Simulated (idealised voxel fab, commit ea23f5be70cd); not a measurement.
Presented below is a process module, voxel fin reveal.
This is section cut - it's 270 nm across, gridded in 5 nm square cells.
Reading order for cross-sections: top band down to bottom band. Underlying form: a grid of square cells. Band size: one or more rows of cells. The band entry comprises the height of the band's top followed by the height of its bottom, expressed in nm, and subsequently the band's materials from left to right, each stated together with its width in nm. Where a single material is marked with the word "everywhere", that material fills the band from edge to edge. The word "air" represents empty space. Zero point of the height axis is 0; under it, received wafer = one material. Lowest band: continues down indefinitely, "from 0 down". You'd read "30..40" like this: the band's top row of cells is as wide as the first number, its bottom row is as wide as the second, and going down, every row changes width by the same amount as the row before did. "remains unaltered" after a step means that no cell of the cross-section changed. If an empty space has no open way to the top and is at least 8 cells in size, "Voids, enclosed" lists it, written width x height at distance, where distance is measured from the left edge and every value is in nm. Formally, on a step line, whatever follows the settings is a remark that the simulator itself makes on the step. On any step carrying a mask, the "overlay nm" setting, if present on the step's line, tells how far right of its planned place the mask lay; negative values point to the left.

Process steps foreseen in the plan:
1) RECEIVE | material Si
2) CONFORMAL_DEP | material SiN | thk nm 10
3) DIRECTIONAL_DEP | material aC | thk nm 15
4) PATTERN | tone cover | mask id FINS | material resist | width nm 15 | pitch nm 35 | thk nm 35 | overlay nm 0
5) DIRECTIONAL_ETCH | etch materials aC | depth nm 15
6) STRIP | etch materials resist
7) DIRECTIONAL_ETCH | etch materials SiN | depth nm 10
8) DIRECTIONAL_ETCH | etch materials Si | depth nm 40
9) STRIP | etch materials aC
10) FILL_DEP | material SiO2 | thk nm 10
11) CMP | height nm 10
12) SELECTIVE_ETCH | etch materials SiO2 | depth nm 20
13) STRIP | etch materials SiN

Wafer at receipt (post step 1), cross-section:
- from 0 down = Si everywhere
- Voids, enclosed: none

Cross-sectional result after module completion. Note: starting condition and plan are unchanged from above; one processing mistake was made:
- from 10 to 0 = 110 nm aC; 15 nm air; 20 nm aC; 15 nm air; 110 nm aC
- from 0 to -40 = 110 nm aC; 15 nm Si; 20 nm aC; 15 nm Si; 110 nm aC
- from -40 down = Si everywhere
- Voids, enclosed: none
Plan not followed: step 10 changed vs plan, executed as FILL_DEP | material aC | thk nm 10
